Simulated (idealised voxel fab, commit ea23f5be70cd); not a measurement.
Herein follows the process module entitled voxel ribs on slabs.
Shown is cross-section cut, with a width of 155 nm and square cells of size 5 nm.
Cross-section layout: square cells on a grid; listed as bands, top to bottom; a band spans one or more cell rows.
Top, bottom (nm), then materials left to right with widths (nm); lone material tagged "all across" fills the whole band edge to edge; "blank" = empty space.
Note: height 0 marks the level under which the wafer is uniformly one material as received. Lowest band unbounded below, written "0 nm and below".
Think of "30 to 40" as a width that walks from the first number to the second as you go down the band, top row to bottom row, taking equal-sized steps from row to row.
Take "nothing altered" at face value: in the step it is given for, the cross-section changed in none of its cells.
In the "Enclosed void entries" entry, you get each enclosed empty space of 8 cells or more, one with no open way to the top, written width x height at distance, distance from the left edge, in nm.
Formally, on a step line, whatever follows the settings is a remark that the simulator itself makes on the step.
What "overlay nm" on a step's line means: if the step has a mask, that mask lay this far to the right of its planned place, or, when the value is negative, to the left.
### Planned step list for the process
1 RECEIVE [material Si]
2 DIRECTIONAL_DEP [material SiO2] [thk nm 20]
3 DIRECTIONAL_DEP [material polySi] [thk nm 25]
4 MASKED_ETCH [tone cover] [mask id RIB] [width nm 30] [etch materials polySi] [depth nm 20] [overlay nm 0]
5 DIRECTIONAL_DEP [material aC] [thk nm 15]
6 PATTERN [tone cover] [mask id SLAB] [material resist] [width nm 60] [thk nm 35] [overlay nm 0]
7 DIRECTIONAL_ETCH [etch materials aC] [depth nm 15]
8 STRIP [etch materials resist]
9 DIRECTIONAL_ETCH [etch materials polySi] [depth nm 5]
10 STRIP [etch materials aC]
11 FILL_DEP [material SiO2] [thk nm 20]
12 CMP [height nm 60]
13 DIRECTIONAL_DEP [material W] [thk nm 10]
14 PATTERN [tone cover] [mask id HEATER] [material resist] [width nm 40] [thk nm 15] [overlay nm 0]
15 DIRECTIONAL_ETCH [etch materials W] [depth nm 10]
16 STRIP [etch materials resist]
17 CONFORMAL_DEP [material SiO2] [thk nm 10]
### Below: the first of two wafers, run as planned
### This is the cross-section of the wafer as we received it, i.e. after step 1
	0 nm and below = Si all across
	Enclosed void entries: none
### Step 2 done - wafer cross-section
	20 nm to 0 nm = SiO2 all across
	Below a height of 0, the structure has not been altered.
### Step 3 done - wafer cross-section
	45 nm to 20 nm = polySi all across
	Below a height of 20, the structure has not been altered.
### Step 4 done - wafer cross-section
	45 nm to 25 nm = blank=60; polySi=30; blank=65
	Below a height of 25, the structure has not been altered.
### Step 5 done - wafer cross-section
	60 nm to 45 nm = blank=60; aC=30; blank=65
	45 nm to 40 nm = blank=60; polySi=30; blank=65
	40 nm to 25 nm = aC=60; polySi=30; aC=65
	Below a height of 25, the structure has not been altered.
### Step 6 done - wafer cross-section
	95 nm to 60 nm = blank=45; resist=60; blank=50
	60 nm to 45 nm = blank=45; resist=15; aC=30; resist=15; blank=50
	45 nm to 40 nm = blank=45; resist=15; polySi=30; resist=15; blank=50
	Below a height of 40, the structure has not been altered.
### Step 7 done - wafer cross-section
	80 nm to 60 nm = blank=45; resist=60; blank=50
	60 nm to 45 nm = blank=45; resist=15; aC=30; resist=15; blank=50
	45 nm to 40 nm = blank=45; resist=15; polySi=30; resist=15; blank=50
	40 nm to 25 nm = blank=45; aC=15; polySi=30; aC=15; blank=50
	Below a height of 25, the structure has not been altered.
### Step 8 done - wafer cross-section
	60 nm to 45 nm = blank=60; aC=30; blank=65
	45 nm to 40 nm = blank=60; polySi=30; blank=65
	Below a height of 40, the structure has not been altered.
### Step 9 done - wafer cross-section
	60 nm to 45 nm = blank=60; aC=30; blank=65
	45 nm to 40 nm = blank=60; polySi=30; blank=65
	40 nm to 25 nm = blank=45; aC=15; polySi=30; aC=15; blank=50
	25 nm to 20 nm = blank=45; polySi=60; blank=50
	Below a height of 20, the structure has not been altered.
### Step 10 done - wafer cross-section
	45 nm to 25 nm = blank=60; polySi=30; blank=65
	Below a height of 25, the structure has not been altered.
### Step 11 done - wafer cross-section
	65 nm to 45 nm = SiO2 all across
	45 nm to 25 nm = SiO2=60; polySi=30; SiO2=65
	25 nm to 20 nm = SiO2=45; polySi=60; SiO2=50
	Below a height of 20, the structure has not been altered.
### Step 12 done - wafer cross-section
	60 nm to 45 nm = SiO2 all across
	Below a height of 45, the structure has not been altered.
### Step 13 done - wafer cross-section
	70 nm to 60 nm = W all across
	Below a height of 60, the structure has not been altered.
### Step 14 done - wafer cross-section
	85 nm to 70 nm = blank=55; resist=40; blank=60
	Below a height of 70, the structure has not been altered.
### Step 15 done - wafer cross-section
	85 nm to 70 nm = blank=55; resist=40; blank=60
	70 nm to 60 nm = blank=55; W=40; blank=60
	Below a height of 60, the structure has not been altered.
### Step 16 done - wafer cross-section
	70 nm to 60 nm = blank=55; W=40; blank=60
	Below a height of 60, the structure has not been altered.
### Step 17 done - wafer cross-section
	80 nm to 70 nm = blank=45; SiO2=60; blank=50
	70 nm to 60 nm = SiO2=55; W=40; SiO2=60
	Below a height of 60, the structure has not been altered.
### The second wafer: identical to the first at the outset and in its planned sequence, differing only in that one mistake was made during processing; up to and including step 5, its path is the first wafer's path
### Cross-section: second wafer, time at which step 6 was scheduled to end
	95 nm to 60 nm = resist=45; blank=60; resist=50
	60 nm to 45 nm = resist=45; blank=15; aC=30; blank=15; resist=50
	45 nm to 40 nm = resist=45; blank=15; polySi=30; blank=15; resist=50
	Below a height of 40, the structure has not been altered.
### Cross-section: second wafer, time at which step 7 was scheduled to end
	80 nm to 45 nm = resist=45; blank=60; resist=50
	45 nm to 40 nm = resist=45; blank=15; polySi=30; blank=15; resist=50
	40 nm to 25 nm = aC=45; blank=15; polySi=30; blank=15; aC=50
	Below a height of 25, the structure has not been altered.
### Cross-section: second wafer, time at which step 8 was scheduled to end
	45 nm to 40 nm = blank=60; polySi=30; blank=65
	Below a height of 40, the structure has not been altered.
### Cross-section: second wafer, time at which step 9 was scheduled to end
	40 nm to 25 nm = aC=45; blank=15; polySi=30; blank=15; aC=50
	25 nm to 20 nm = polySi=45; blank=15; polySi=30; blank=15; polySi=50
	Below a height of 20, the structure has not been altered.
### Cross-section: second wafer, time at which step 10 was scheduled to end
	40 nm to 25 nm = blank=60; polySi=30; blank=65
	Below a height of 25, the structure has not been altered.
### Cross-section: second wafer, time at which step 11 was scheduled to end
	60 nm to 40 nm = SiO2 all across
	40 nm to 25 nm = SiO2=60; polySi=30; SiO2=65
	25 nm to 20 nm = polySi=45; SiO2=15; polySi=30; SiO2=15; polySi=50
	Below a height of 20, the structure has not been altered.
Cross-section: second wafer, time at which step 12 was scheduled to end: nothing altered
### Cross-section: second wafer, time at which step 13 was scheduled to end
	70 nm to 60 nm = W all across
	Below a height of 60, the structure has not been altered.
### Cross-section: second wafer, time at which step 14 was scheduled to end
	85 nm to 70 nm = blank=55; resist=40; blank=60
	Below a height of 70, the structure has not been altered.
### Cross-section: second wafer, time at which step 15 was scheduled to end
	85 nm to 70 nm = blank=55; resist=40; blank=60
	70 nm to 60 nm = blank=55; W=40; blank=60
	Below a height of 60, the structure has not been altered.
### Cross-section: second wafer, time at which step 16 was scheduled to end
	70 nm to 60 nm = blank=55; W=40; blank=60
	Below a height of 60, the structure has not been altered.
### Cross-section: second wafer, time at which step 17 was scheduled to end
	80 nm to 70 nm = blank=45; SiO2=60; blank=50
	70 nm to 60 nm = SiO2=55; W=40; SiO2=60
	Below a height of 60, the structure has not been altered.
The plan and the run diverged here: it should be noted that step 6 was executed with settings other than those planned, the operation and settings actually applied being PATTERN [tone open] [mask id SLAB] [material resist] [width nm 60] [thk nm 35] [overlay nm 0]
Cell-count delta at end, second wafer over first, by material: -7 SiO2 | +7 polySi
